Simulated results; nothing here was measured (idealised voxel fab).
You're looking at the process module voxel gate over fins.
Displayed cross-section: cut, width of 275 nm, square cells sized 5 nm.
Bands, listed from the top down, are how a cross-section gets written in this document; the cross-section itself is a grid of square cells, and a band is one or more rows of them.
It is stipulated that each band's entry specify, in nanometres, the height of the top of the band and then that of its bottom, followed by the materials of the band in left-to-right sequence, each together with its width in nanometres. A single material marked by the word "everywhere" is understood to fill the band from edge to edge; the word "empty" is understood to denote empty space.
It should be noted that heights are counted from 0, beneath which the wafer as supplied is of one material throughout, and that the lowest band possesses no lower boundary but continues downward, as written in "z 0 and below".
When a width is written as two numbers, as in "30 to 40", the first number is the width in the top row of cells of the band and the second is the width in its bottom row, and the width changes by the same amount from each row to the next.
"no modifications" after a step means that no cell of the cross-section changed.
In "Enclosed void entries" the enclosed voids are listed, meaning empty spaces of 8 cells or larger without any opening to the top. The form is width x height at distance, distance from the left edge, units nm.
What comes after the settings on a step's line is commentary from the simulator itself on that step.
Among the settings permitted on a step's line is "overlay nm"; applied to a step with a mask, it specifies the extent to which the mask lay to the right of its planned position, whereas a negative figure signifies a position to the left.
PROCESS STEPS FORESEEN IN THE PLAN
1,RECEIVE with material Si
2,CONFORMAL_DEP with material SiN, thk nm 10
3,MASKED_ETCH with tone cover, mask id FINS, width nm 15, pitch nm 35, etch materials SiN, depth nm 10, overlay nm 0
4,MASKED_ETCH with tone cover, mask id FINS, width nm 15, pitch nm 35, etch materials Si, depth nm 40, overlay nm 0
5,FILL_DEP with material SiO2, thk nm 5
6,CMP with height nm 10
7,SELECTIVE_ETCH with etch materials SiO2, depth nm 20
8,STRIP with etch materials SiN
9,CONFORMAL_DEP with material HfO2, thk nm 5
10,CONFORMAL_DEP with material TiN, thk nm 5
11,FILL_DEP with material W, thk nm 10
12,CMP with height nm 15
13,CONFORMAL_DEP with material SiCN, thk nm 10
FIRST OF THE TWO WAFERS, RUN PER PLAN
CROSS-SECTION OF THE WAFER AS IT CAME TO US, I.E., ALREADY THROUGH STEP 1
z 0 and below = Si everywhere
Enclosed void entries: none
CROSS-SECTION OF THE WAFER SUBSEQUENT TO STEP 2
z 10 to 0 = SiN everywhere
Below 0, no change.
CROSS-SECTION OF THE WAFER SUBSEQUENT TO STEP 3
z 10 to 0 = empty 95 nm; SiN 15 nm; empty 20 nm; SiN 15 nm; empty 20 nm; SiN 15 nm; empty 95 nm
Below 0, no change.
CROSS-SECTION OF THE WAFER SUBSEQUENT TO STEP 4
z 10 to 0 = empty 95 nm; SiN 15 nm; empty 20 nm; SiN 15 nm; empty 20 nm; SiN 15 nm; empty 95 nm
z 0 to -40 = empty 95 nm; Si 15 nm; empty 20 nm; Si 15 nm; empty 20 nm; Si 15 nm; empty 95 nm
Below -40, no change.
CROSS-SECTION OF THE WAFER SUBSEQUENT TO STEP 5
z 15 to 10 = SiO2 everywhere
z 10 to 0 = SiO2 95 nm; SiN 15 nm; SiO2 20 nm; SiN 15 nm; SiO2 20 nm; SiN 15 nm; SiO2 95 nm
z 0 to -40 = SiO2 95 nm; Si 15 nm; SiO2 20 nm; Si 15 nm; SiO2 20 nm; Si 15 nm; SiO2 95 nm
Below -40, no change.
CROSS-SECTION OF THE WAFER SUBSEQUENT TO STEP 6
z 10 to 0 = SiO2 95 nm; SiN 15 nm; SiO2 20 nm; SiN 15 nm; SiO2 20 nm; SiN 15 nm; SiO2 95 nm
Below 0, no change.
CROSS-SECTION OF THE WAFER SUBSEQUENT TO STEP 7
z 10 to 0 = empty 95 nm; SiN 15 nm; empty 20 nm; SiN 15 nm; empty 20 nm; SiN 15 nm; empty 95 nm
z 0 to -10 = empty 95 nm; Si 15 nm; empty 20 nm; Si 15 nm; empty 20 nm; Si 15 nm; empty 95 nm
Below -10, no change.
CROSS-SECTION OF THE WAFER SUBSEQUENT TO STEP 8
z 0 to -10 = empty 95 nm; Si 15 nm; empty 20 nm; Si 15 nm; empty 20 nm; Si 15 nm; empty 95 nm
Below -10, no change.
CROSS-SECTION OF THE WAFER SUBSEQUENT TO STEP 9
z 5 to 0 = empty 90 nm; HfO2 25 nm; empty 10 nm; HfO2 25 nm; empty 10 nm; HfO2 25 nm; empty 90 nm
z 0 to -5 = empty 90 nm; HfO2 5 nm; Si 15 nm; HfO2 5 nm; empty 10 nm; HfO2 5 nm; Si 15 nm; HfO2 5 nm; empty 10 nm; HfO2 5 nm; Si 15 nm; HfO2 5 nm; empty 90 nm
z -5 to -10 = HfO2 95 nm; Si 15 nm; HfO2 20 nm; Si 15 nm; HfO2 20 nm; Si 15 nm; HfO2 95 nm
Below -10, no change.
CROSS-SECTION OF THE WAFER SUBSEQUENT TO STEP 10
z 10 to 5 = empty 85 nm; TiN 105 nm; empty 85 nm
z 5 to 0 = empty 85 nm; TiN 5 nm; HfO2 25 nm; TiN 10 nm; HfO2 25 nm; TiN 10 nm; HfO2 25 nm; TiN 5 nm; empty 85 nm
z 0 to -5 = TiN 90 nm; HfO2 5 nm; Si 15 nm; HfO2 5 nm; TiN 10 nm; HfO2 5 nm; Si 15 nm; HfO2 5 nm; TiN 10 nm; HfO2 5 nm; Si 15 nm; HfO2 5 nm; TiN 90 nm
Below -5, no change.
CROSS-SECTION OF THE WAFER SUBSEQUENT TO STEP 11
z 20 to 10 = W everywhere
z 10 to 5 = W 85 nm; TiN 105 nm; W 85 nm
z 5 to 0 = W 85 nm; TiN 5 nm; HfO2 25 nm; TiN 10 nm; HfO2 25 nm; TiN 10 nm; HfO2 25 nm; TiN 5 nm; W 85 nm
Below 0, no change.
CROSS-SECTION OF THE WAFER SUBSEQUENT TO STEP 12
z 15 to 10 = W everywhere
Below 10, no change.
CROSS-SECTION OF THE WAFER SUBSEQUENT TO STEP 13
z 25 to 15 = SiCN everywhere
Below 15, no change.
WAFER TWO. SAME START, SAME PLAN, ONE SLIP IN EXECUTION. SAME AS WAFER ONE THROUGH STEP 9, INCLUSIVE
SECOND WAFER: CROSS-SECTION AT THE SCHEDULED END OF STEP 10
z 10 to 5 = empty 85 nm; SiO2 105 nm; empty 85 nm
z 5 to 0 = empty 85 nm; SiO2 5 nm; HfO2 25 nm; SiO2 10 nm; HfO2 25 nm; SiO2 10 nm; HfO2 25 nm; SiO2 5 nm; empty 85 nm
z 0 to -5 = SiO2 90 nm; HfO2 5 nm; Si 15 nm; HfO2 5 nm; SiO2 10 nm; HfO2 5 nm; Si 15 nm; HfO2 5 nm; SiO2 10 nm; HfO2 5 nm; Si 15 nm; HfO2 5 nm; SiO2 90 nm
Below -5, no change.
SECOND WAFER: CROSS-SECTION AT THE SCHEDULED END OF STEP 11
z 20 to 10 = W everywhere
z 10 to 5 = W 85 nm; SiO2 105 nm; W 85 nm
z 5 to 0 = W 85 nm; SiO2 5 nm; HfO2 25 nm; SiO2 10 nm; HfO2 25 nm; SiO2 10 nm; HfO2 25 nm; SiO2 5 nm; W 85 nm
Below 0, no change.
SECOND WAFER: CROSS-SECTION AT THE SCHEDULED END OF STEP 12
z 15 to 10 = W everywhere
Below 10, no change.
SECOND WAFER: CROSS-SECTION AT THE SCHEDULED END OF STEP 13
z 25 to 15 = SiCN everywhere
Below 15, no change.
Against the plan, the run slipped here: note that step 10 departed from the planned setting and was carried out as CONFORMAL_DEP with material SiO2, thk nm 5
Heads up, by the end the second wafer has more or fewer cells of some materials compared to the first: +67 SiO2, -67 TiN
